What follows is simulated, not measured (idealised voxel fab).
process module | voxel wiring stack
cross-section cut | 290 nm wide | cells 5 nm
A cross-section is a grid of square cells, given in bands from the top down. A band is one or more rows of cells.
Each band's line starts with the height of the band's top and of its bottom, in nm. Then come its materials from left to right, each with its width in nm. One material with "throughout" fills the band from edge to edge. "air" is empty space.
Height 0 is the level under which the wafer as received is all one material. The lowest band goes on downwards, as in "0 down".
A width such as "30 to 40" changes by the same amount from each row of cells to the next, from the band's top row to its bottom row.
"no change" after a step means that no cell of the cross-section changed.
closed voids: empty space of 8 cells or more with no open way to the top, each as width x height at its distance from the left edge, in nm
after a step's settings: what the simulator itself notes on the step
overlay nm, on a step with a mask: how far to the right of its planned place the mask lay; to the left if negative
plan
1 op RECEIVE | material Si
2 op CONFORMAL_DEP | material SiO2 | thk nm 10
3 op CONFORMAL_DEP | material SiN | thk nm 5
4 op DIRECTIONAL_DEP | material lowk | thk nm 15
5 op MASKED_ETCH | tone open | mask id METAL_1 | width nm 20 | pitch nm 50 | etch materials lowk | depth nm 15 | overlay nm 0
6 op MASKED_ETCH | tone open | mask id METAL_1 | width nm 20 | pitch nm 50 | etch materials SiN | depth nm 5 | overlay nm 0
7 op CONFORMAL_DEP | material TiN | thk nm 5
8 op FILL_DEP | material Cu | thk nm 5
9 op CMP | height nm 30
10 op CONFORMAL_DEP | material SiCN | thk nm 5
11 op DIRECTIONAL_DEP | material SiO2 | thk nm 30
12 op PATTERN | tone open | mask id METAL_2_HOLES | material resist | width nm 15 | pitch nm 50 | thk nm 15 | overlay nm 0
13 op DIRECTIONAL_ETCH | etch materials SiO2 | depth nm 30
14 op STRIP | etch materials resist
15 op MASKED_ETCH | tone open | mask id METAL_2 | width nm 20 | pitch nm 50 | etch materials SiO2 | depth nm 15 | overlay nm 0
16 op MASKED_ETCH | tone open | mask id METAL_2 | width nm 20 | pitch nm 50 | etch materials SiCN | depth nm 5 | overlay nm 0
17 op CONFORMAL_DEP | material TiN | thk nm 5
18 op FILL_DEP | material Cu | thk nm 5
19 op CMP | height nm 65
20 op CONFORMAL_DEP | material SiCN | thk nm 5
varied across the wafers: thk nm of step 7. The plan shows the first wafer's value. All wafers start alike
first wafer as received, after step 1
  0 down: Si throughout
  closed voids: none
first wafer at the end, after step 20
  70 to 65: SiCN throughout
  65 to 55: SiO2 60 | TiN 5 | Cu 10 | TiN 5 | SiO2 30 | TiN 5 | Cu 10 | TiN 5 | SiO2 30 | TiN 5 | Cu 10 | TiN 5 | SiO2 30 | TiN 5 | Cu 10 | TiN 5 | SiO2 60
  55 to 50: SiO2 60 | TiN 5 | Cu 5 | TiN 10 | SiO2 30 | TiN 5 | Cu 5 | TiN 10 | SiO2 30 | TiN 5 | Cu 5 | TiN 10 | SiO2 30 | TiN 5 | Cu 5 | TiN 10 | SiO2 60
  50 to 35: SiO2 60 | TiN 5 | Cu 5 | TiN 5 | SiO2 35 | TiN 5 | Cu 5 | TiN 5 | SiO2 35 | TiN 5 | Cu 5 | TiN 5 | SiO2 35 | TiN 5 | Cu 5 | TiN 5 | SiO2 65
  35 to 30: SiCN 60 | TiN 15 | SiCN 35 | TiN 15 | SiCN 35 | TiN 15 | SiCN 35 | TiN 15 | SiCN 65
  30 to 15: lowk 60 | TiN 5 | Cu 10 | TiN 5 | lowk 30 | TiN 5 | Cu 10 | TiN 5 | lowk 30 | TiN 5 | Cu 10 | TiN 5 | lowk 30 | TiN 5 | Cu 10 | TiN 5 | lowk 60
  15 to 10: SiN 60 | TiN 20 | SiN 30 | TiN 20 | SiN 30 | TiN 20 | SiN 30 | TiN 20 | SiN 60
  10 to 0: SiO2 throughout
  0 down: Si throughout
  closed voids: none
last wafer at the end
  70 to 65: SiCN throughout
  65 to 55: SiO2 60 | TiN 5 | Cu 10 | TiN 5 | SiO2 30 | TiN 5 | Cu 10 | TiN 5 | SiO2 30 | TiN 5 | Cu 10 | TiN 5 | SiO2 30 | TiN 5 | Cu 10 | TiN 5 | SiO2 60
  55 to 50: SiO2 60 | TiN 5 | Cu 5 | TiN 10 | SiO2 30 | TiN 5 | Cu 5 | TiN 10 | SiO2 30 | TiN 5 | Cu 5 | TiN 10 | SiO2 30 | TiN 5 | Cu 5 | TiN 10 | SiO2 60
  50 to 35: SiO2 60 | TiN 5 | Cu 5 | TiN 5 | SiO2 35 | TiN 5 | Cu 5 | TiN 5 | SiO2 35 | TiN 5 | Cu 5 | TiN 5 | SiO2 35 | TiN 5 | Cu 5 | TiN 5 | SiO2 65
  35 to 30: SiCN 60 | TiN 15 | SiCN 35 | TiN 15 | SiCN 35 | TiN 15 | SiCN 35 | TiN 15 | SiCN 65
  30 to 15: lowk 60 | TiN 20 | lowk 30 | TiN 20 | lowk 30 | TiN 20 | lowk 30 | TiN 20 | lowk 60
  15 to 10: SiN 60 | TiN 20 | SiN 30 | TiN 20 | SiN 30 | TiN 20 | SiN 30 | TiN 20 | SiN 60
  10 to 0: SiO2 throughout
  0 down: Si throughout
  closed voids: none
each wafer at the end: cells of each material gained (+) or lost (-) since it was received, then its closed voids
thk nm 5 | +56 Cu | +104 SiCN | +42 SiN | +380 SiO2 | +104 TiN | +126 lowk | closed voids: none
thk nm 10 | +32 Cu | +104 SiCN | +42 SiN | +380 SiO2 | +128 TiN | +126 lowk | closed voids: none
thk nm 15 | +32 Cu | +104 SiCN | +42 SiN | +380 SiO2 | +128 TiN | +126 lowk | closed voids: none
thk nm 20 | +32 Cu | +104 SiCN | +42 SiN | +380 SiO2 | +128 TiN | +126 lowk | closed voids: none
